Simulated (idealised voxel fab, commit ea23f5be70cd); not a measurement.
Process module in this document: voxel self aligned vias
The cross-section on display is named cut; it measures 235 nm wide, and its cells are 5 nm squares.
Square cells in a grid make up a cross-section in this document, and the grid is given as bands, listed from the top down, each one or more rows of cells. This entry defines a band. It first specifies the height of the band's top and the height of its bottom in nm, and then specifies the band's materials from left to right, stating each material with its width in nm. The word "full width" identifies a single material that fills the band from edge to edge, while the word "empty" identifies empty space. For the purposes of this specification, 0 denotes the height below which the wafer in its as-received condition is composed wholly of one material, and the lowermost band, lacking a lower limit, extends downward without end, as expressed in "0 nm and below". The width entry "30..40" should be interpreted row by row: the top row of cells in the band takes the first number, the bottom row takes the second number, and the change between adjacent rows is uniform throughout. The cross-section has no changed cell in any step marked "no modifications". Any empty space of 8 cells or more lacking an open way to the top shows up in "Closed internal voids" as width x height at distance, distance from the left edge, in nm. Formally, on a step line, whatever follows the settings is a remark that the simulator itself makes on the step. overlay nm: step with mask; distance mask lay right of planned place; negative value = left of planned place.
Intended process steps:
step 1: RECEIVE [material Si]
step 2: CONFORMAL_DEP [material SiO2] [thk nm 15]
step 3: CONFORMAL_DEP [material SiCN] [thk nm 5]
step 4: DIRECTIONAL_DEP [material SiO2] [thk nm 30]
step 5: MASKED_ETCH [tone open] [mask id LINES] [width nm 30] [pitch nm 70] [etch materials SiO2] [depth nm 30] [overlay nm 0]
step 6: CONFORMAL_DEP [material TiN] [thk nm 5]
step 7: FILL_DEP [material W] [thk nm 10]
step 8: CMP [height nm 50]
step 9: SELECTIVE_ETCH [etch materials W Ru TiN] [depth nm 10]
step 10: FILL_DEP [material SiN] [thk nm 5]
step 11: CMP [height nm 50]
step 12: DIRECTIONAL_DEP [material SiO2] [thk nm 20]
step 13: PATTERN [tone open] [mask id VIAS] [material resist] [width nm 50] [pitch nm 140] [thk nm 20] [overlay nm 0]
step 14: DIRECTIONAL_ETCH [etch materials SiO2] [depth nm 20]
step 15: DIRECTIONAL_ETCH [etch materials SiN] [depth nm 10]
step 16: STRIP [etch materials resist]
step 17: CONFORMAL_DEP [material TiN] [thk nm 5]
step 18: FILL_DEP [material W] [thk nm 10]
step 19: CMP [height nm 70]
step 20: CONFORMAL_DEP [material SiN] [thk nm 5]
As-received state of the wafer in cross-section, equivalent to post-step 1:
- 0 nm and below = Si full width
- Closed internal voids: none
First of two wafers: cross-section at end of module, run per plan:
- 75 nm to 70 nm = SiN full width
- 70 nm to 55 nm = SiO2 20 nm / TiN 5 nm / W 40 nm / TiN 5 nm / SiO2 90 nm / TiN 5 nm / W 40 nm / TiN 5 nm / SiO2 25 nm
- 55 nm to 50 nm = SiO2 20 nm / TiN 15 nm / W 20 nm / TiN 15 nm / SiO2 90 nm / TiN 15 nm / W 20 nm / TiN 15 nm / SiO2 25 nm
- 50 nm to 45 nm = SiO2 30 nm / TiN 5 nm / W 20 nm / TiN 5 nm / SiO2 40 nm / SiN 30 nm / SiO2 40 nm / TiN 5 nm / W 20 nm / TiN 5 nm / SiO2 35 nm
- 45 nm to 40 nm = SiO2 30 nm / TiN 30 nm / SiO2 40 nm / SiN 30 nm / SiO2 40 nm / TiN 30 nm / SiO2 35 nm
- 40 nm to 25 nm = SiO2 30 nm / TiN 5 nm / W 20 nm / TiN 5 nm / SiO2 40 nm / TiN 5 nm / W 20 nm / TiN 5 nm / SiO2 40 nm / TiN 5 nm / W 20 nm / TiN 5 nm / SiO2 35 nm
- 25 nm to 20 nm = SiO2 30 nm / TiN 30 nm / SiO2 40 nm / TiN 30 nm / SiO2 40 nm / TiN 30 nm / SiO2 35 nm
- 20 nm to 15 nm = SiCN full width
- 15 nm to 0 nm = SiO2 full width
- 0 nm and below = Si full width
- Closed internal voids: none
End of module, second wafer, cross-section. Started like the first, planned like the first, run with one mistake:
- 75 nm to 70 nm = SiN full width
- 70 nm to 50 nm = SiO2 20 nm / TiN 5 nm / W 40 nm / TiN 5 nm / SiO2 90 nm / TiN 5 nm / W 40 nm / TiN 5 nm / SiO2 25 nm
- 50 nm to 45 nm = SiO2 20 nm / TiN 5 nm / W 40 nm / TiN 5 nm / SiO2 30 nm / SiN 30 nm / SiO2 30 nm / TiN 5 nm / W 40 nm / TiN 5 nm / SiO2 25 nm
- 45 nm to 40 nm = SiO2 20 nm / TiN 50 nm / SiO2 30 nm / SiN 30 nm / SiO2 30 nm / TiN 50 nm / SiO2 25 nm
- 40 nm to 30 nm = SiO2 20 nm / TiN 15 nm / W 20 nm / TiN 15 nm / SiO2 30 nm / TiN 5 nm / W 20 nm / TiN 5 nm / SiO2 30 nm / TiN 15 nm / W 20 nm / TiN 15 nm / SiO2 25 nm
- 30 nm to 25 nm = SiO2 30 nm / TiN 5 nm / W 20 nm / TiN 5 nm / SiO2 40 nm / TiN 5 nm / W 20 nm / TiN 5 nm / SiO2 40 nm / TiN 5 nm / W 20 nm / TiN 5 nm / SiO2 35 nm
- 25 nm to 20 nm = SiO2 30 nm / TiN 30 nm / SiO2 40 nm / TiN 30 nm / SiO2 40 nm / TiN 30 nm / SiO2 35 nm
- 20 nm to 15 nm = SiCN full width
- 15 nm to 0 nm = SiO2 full width
- 0 nm and below = Si full width
- Closed internal voids: none
Finding, execution versus plan: plan step 14 was twice executed
Final comparison by cell count, materials where the second wafer has more or fewer than the first: SiO2: 32 fewer | TiN: 16 more | W: 16 more
